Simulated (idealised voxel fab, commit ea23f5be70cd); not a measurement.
This is a process module. Its name is voxel gate over fins.
Displayed cross-section: cut, width of 185 nm, square cells sized 5 nm.
Throughout this document, each cross-section is represented as a grid of square cells and is presented as a sequence of bands enumerated from the top downward, where a band comprises one or more rows of cells.
A band entry consists of two parts. The first gives the height of the band's top and the height of its bottom, in nm. The rest lists the band's materials from left to right, each with its width in nm. A single material labelled with the word "throughout" fills the band from edge to edge, and the word "empty" marks empty space.
Height reference: 0 = level under which incoming wafer is all one material. Lowest band: no bottom, runs on downward, e.g. "top 0, no bottom".
A width given as "30..40" starts at the first number in the band's top row and ends at the second number in its bottom row, shifting by an equal amount at every step from row to row.
Given "same as before" for a step, no cell of the cross-section differs between before and after that step.
Closed-off voids of 8+ cells (no open route to the top) go in "Closed void register", written width x height at distance from the left edge, in nm.
That trailing text on a step's line, after the settings, is the simulator's own remark on the step.
overlay nm: on a step with a mask, how far right of its planned place the mask lay; negative means left.
# Planned step list for the process
1: RECEIVE,material Si
2: CONFORMAL_DEP,material SiN,thk nm 10
3: PATTERN,tone cover,mask id FINS,material resist,width nm 15,pitch nm 45,thk nm 15,overlay nm 0
4: DIRECTIONAL_ETCH,etch materials SiN,depth nm 10
5: DIRECTIONAL_ETCH,etch materials Si,depth nm 35
6: STRIP,etch materials resist
7: OXIDIZE,depth nm 5
8: FILL_DEP,material SiO2,thk nm 5
9: CMP,height nm 10
10: SELECTIVE_ETCH,etch materials SiO2,depth nm 25
11: STRIP,etch materials SiN
12: CONFORMAL_DEP,material HfO2,thk nm 5
13: CONFORMAL_DEP,material TiN,thk nm 5
14: FILL_DEP,material W,thk nm 10
15: CMP,height nm 15
16: CONFORMAL_DEP,material SiCN,thk nm 5
# The first wafer of two, processed as planned
# Cross-section of the wafer upon arrival, representing the state reached after step 1
- top 0, no bottom = Si throughout
- Closed void register: none
# Cross-section of the wafer subsequent to step 2
- top 10, bottom 0 = SiN throughout
- Below 0 it's all the same as before, nothing changed down there.
# Cross-section of the wafer subsequent to step 3
- top 25, bottom 10 = 60 empty; 15 resist; 30 empty; 15 resist; 65 empty
- Below 10 it's all the same as before, nothing changed down there.
# Cross-section of the wafer subsequent to step 4
- top 25, bottom 10 = 60 empty; 15 resist; 30 empty; 15 resist; 65 empty
- top 10, bottom 0 = 60 empty; 15 SiN; 30 empty; 15 SiN; 65 empty
- Below 0 it's all the same as before, nothing changed down there.
# Cross-section of the wafer subsequent to step 5
- top 25, bottom 10 = 60 empty; 15 resist; 30 empty; 15 resist; 65 empty
- top 10, bottom 0 = 60 empty; 15 SiN; 30 empty; 15 SiN; 65 empty
- top 0, bottom -35 = 60 empty; 15 Si; 30 empty; 15 Si; 65 empty
- Below -35 it's all the same as before, nothing changed down there.
# Cross-section of the wafer subsequent to step 6
- top 10, bottom 0 = 60 empty; 15 SiN; 30 empty; 15 SiN; 65 empty
- Below 0 it's all the same as before, nothing changed down there.
# Cross-section of the wafer subsequent to step 7
- top 10, bottom 0 = 60 empty; 15 SiN; 30 empty; 15 SiN; 65 empty
- top 0, bottom -35 = 60 empty; 5 SiO2; 5 Si; 5 SiO2; 30 empty; 5 SiO2; 5 Si; 5 SiO2; 65 empty
- top -35, bottom -40 = 65 SiO2; 5 Si; 40 SiO2; 5 Si; 70 SiO2
- Below -40 it's all the same as before, nothing changed down there.
# Cross-section of the wafer subsequent to step 8
- top 15, bottom 10 = SiO2 throughout
- top 10, bottom 0 = 60 SiO2; 15 SiN; 30 SiO2; 15 SiN; 65 SiO2
- top 0, bottom -40 = 65 SiO2; 5 Si; 40 SiO2; 5 Si; 70 SiO2
- Below -40 it's all the same as before, nothing changed down there.
# Cross-section of the wafer subsequent to step 9
- top 10, bottom 0 = 60 SiO2; 15 SiN; 30 SiO2; 15 SiN; 65 SiO2
- Below 0 it's all the same as before, nothing changed down there.
# Cross-section of the wafer subsequent to step 10
- top 10, bottom 0 = 60 empty; 15 SiN; 30 empty; 15 SiN; 65 empty
- top 0, bottom -15 = 65 empty; 5 Si; 40 empty; 5 Si; 70 empty
- Below -15 it's all the same as before, nothing changed down there.
# Cross-section of the wafer subsequent to step 11
- top 0, bottom -15 = 65 empty; 5 Si; 40 empty; 5 Si; 70 empty
- Below -15 it's all the same as before, nothing changed down there.
# Cross-section of the wafer subsequent to step 12
- top 5, bottom 0 = 60 empty; 15 HfO2; 30 empty; 15 HfO2; 65 empty
- top 0, bottom -10 = 60 empty; 5 HfO2; 5 Si; 5 HfO2; 30 empty; 5 HfO2; 5 Si; 5 HfO2; 65 empty
- top -10, bottom -15 = 65 HfO2; 5 Si; 40 HfO2; 5 Si; 70 HfO2
- Below -15 it's all the same as before, nothing changed down there.
# Cross-section of the wafer subsequent to step 13
- top 10, bottom 5 = 55 empty; 25 TiN; 20 empty; 25 TiN; 60 empty
- top 5, bottom 0 = 55 empty; 5 TiN; 15 HfO2; 5 TiN; 20 empty; 5 TiN; 15 HfO2; 5 TiN; 60 empty
- top 0, bottom -5 = 55 empty; 5 TiN; 5 HfO2; 5 Si; 5 HfO2; 5 TiN; 20 empty; 5 TiN; 5 HfO2; 5 Si; 5 HfO2; 5 TiN; 60 empty
- top -5, bottom -10 = 60 TiN; 5 HfO2; 5 Si; 5 HfO2; 30 TiN; 5 HfO2; 5 Si; 5 HfO2; 65 TiN
- Below -10 it's all the same as before, nothing changed down there.
# Cross-section of the wafer subsequent to step 14
- top 20, bottom 10 = W throughout
- top 10, bottom 5 = 55 W; 25 TiN; 20 W; 25 TiN; 60 W
- top 5, bottom 0 = 55 W; 5 TiN; 15 HfO2; 5 TiN; 20 W; 5 TiN; 15 HfO2; 5 TiN; 60 W
- top 0, bottom -5 = 55 W; 5 TiN; 5 HfO2; 5 Si; 5 HfO2; 5 TiN; 20 W; 5 TiN; 5 HfO2; 5 Si; 5 HfO2; 5 TiN; 60 W
- Below -5 it's all the same as before, nothing changed down there.
# Cross-section of the wafer subsequent to step 15
- top 15, bottom 10 = W throughout
- Below 10 it's all the same as before, nothing changed down there.
# Cross-section of the wafer subsequent to step 16
- top 20, bottom 15 = SiCN throughout
- Below 15 it's all the same as before, nothing changed down there.
# Wafer two of the pair: same origin, same plan, one error during the run; identical to wafer one up to and including step 4
# X-section, second wafer, when step 5 was due to finish
- top 25, bottom 10 = 60 empty; 15 resist; 30 empty; 15 resist; 65 empty
- top 10, bottom 0 = 60 empty; 15 SiN; 30 empty; 15 SiN; 65 empty
- top 0, bottom -70 = 60 empty; 15 Si; 30 empty; 15 Si; 65 empty
- Below -70 it's all the same as before, nothing changed down there.
# X-section, second wafer, when step 6 was due to finish
- top 10, bottom 0 = 60 empty; 15 SiN; 30 empty; 15 SiN; 65 empty
- Below 0 it's all the same as before, nothing changed down there.
# X-section, second wafer, when step 7 was due to finish
- top 10, bottom 0 = 60 empty; 15 SiN; 30 empty; 15 SiN; 65 empty
- top 0, bottom -70 = 60 empty; 5 SiO2; 5 Si; 5 SiO2; 30 empty; 5 SiO2; 5 Si; 5 SiO2; 65 empty
- top -70, bottom -75 = 65 SiO2; 5 Si; 40 SiO2; 5 Si; 70 SiO2
- Below -75 it's all the same as before, nothing changed down there.
# X-section, second wafer, when step 8 was due to finish
- top 15, bottom 10 = SiO2 throughout
- top 10, bottom 0 = 60 SiO2; 15 SiN; 30 SiO2; 15 SiN; 65 SiO2
- top 0, bottom -75 = 65 SiO2; 5 Si; 40 SiO2; 5 Si; 70 SiO2
- Below -75 it's all the same as before, nothing changed down there.
# X-section, second wafer, when step 9 was due to finish
- top 10, bottom 0 = 60 SiO2; 15 SiN; 30 SiO2; 15 SiN; 65 SiO2
- Below 0 it's all the same as before, nothing changed down there.
# X-section, second wafer, when step 10 was due to finish
- top 10, bottom 0 = 60 empty; 15 SiN; 30 empty; 15 SiN; 65 empty
- top 0, bottom -15 = 65 empty; 5 Si; 40 empty; 5 Si; 70 empty
- Below -15 it's all the same as before, nothing changed down there.
# X-section, second wafer, when step 11 was due to finish
- top 0, bottom -15 = 65 empty; 5 Si; 40 empty; 5 Si; 70 empty
- Below -15 it's all the same as before, nothing changed down there.
# X-section, second wafer, when step 12 was due to finish
- top 5, bottom 0 = 60 empty; 15 HfO2; 30 empty; 15 HfO2; 65 empty
- top 0, bottom -10 = 60 empty; 5 HfO2; 5 Si; 5 HfO2; 30 empty; 5 HfO2; 5 Si; 5 HfO2; 65 empty
- top -10, bottom -15 = 65 HfO2; 5 Si; 40 HfO2; 5 Si; 70 HfO2
- Below -15 it's all the same as before, nothing changed down there.
# X-section, second wafer, when step 13 was due to finish
- top 10, bottom 5 = 55 empty; 25 TiN; 20 empty; 25 TiN; 60 empty
- top 5, bottom 0 = 55 empty; 5 TiN; 15 HfO2; 5 TiN; 20 empty; 5 TiN; 15 HfO2; 5 TiN; 60 empty
- top 0, bottom -5 = 55 empty; 5 TiN; 5 HfO2; 5 Si; 5 HfO2; 5 TiN; 20 empty; 5 TiN; 5 HfO2; 5 Si; 5 HfO2; 5 TiN; 60 empty
- top -5, bottom -10 = 60 TiN; 5 HfO2; 5 Si; 5 HfO2; 30 TiN; 5 HfO2; 5 Si; 5 HfO2; 65 TiN
- Below -10 it's all the same as before, nothing changed down there.
# X-section, second wafer, when step 14 was due to finish
- top 20, bottom 10 = W throughout
- top 10, bottom 5 = 55 W; 25 TiN; 20 W; 25 TiN; 60 W
- top 5, bottom 0 = 55 W; 5 TiN; 15 HfO2; 5 TiN; 20 W; 5 TiN; 15 HfO2; 5 TiN; 60 W
- top 0, bottom -5 = 55 W; 5 TiN; 5 HfO2; 5 Si; 5 HfO2; 5 TiN; 20 W; 5 TiN; 5 HfO2; 5 Si; 5 HfO2; 5 TiN; 60 W
- Below -5 it's all the same as before, nothing changed down there.
# X-section, second wafer, when step 15 was due to finish
- top 15, bottom 10 = W throughout
- Below 10 it's all the same as before, nothing changed down there.
# X-section, second wafer, when step 16 was due to finish
- top 20, bottom 15 = SiCN throughout
- Below 15 it's all the same as before, nothing changed down there.
Deviation from plan: step 5 of the plan was executed twice over
Per the end-of-run cell counts, the second wafer holds more or fewer of some materials than the first: -245 Si | +245 SiO2
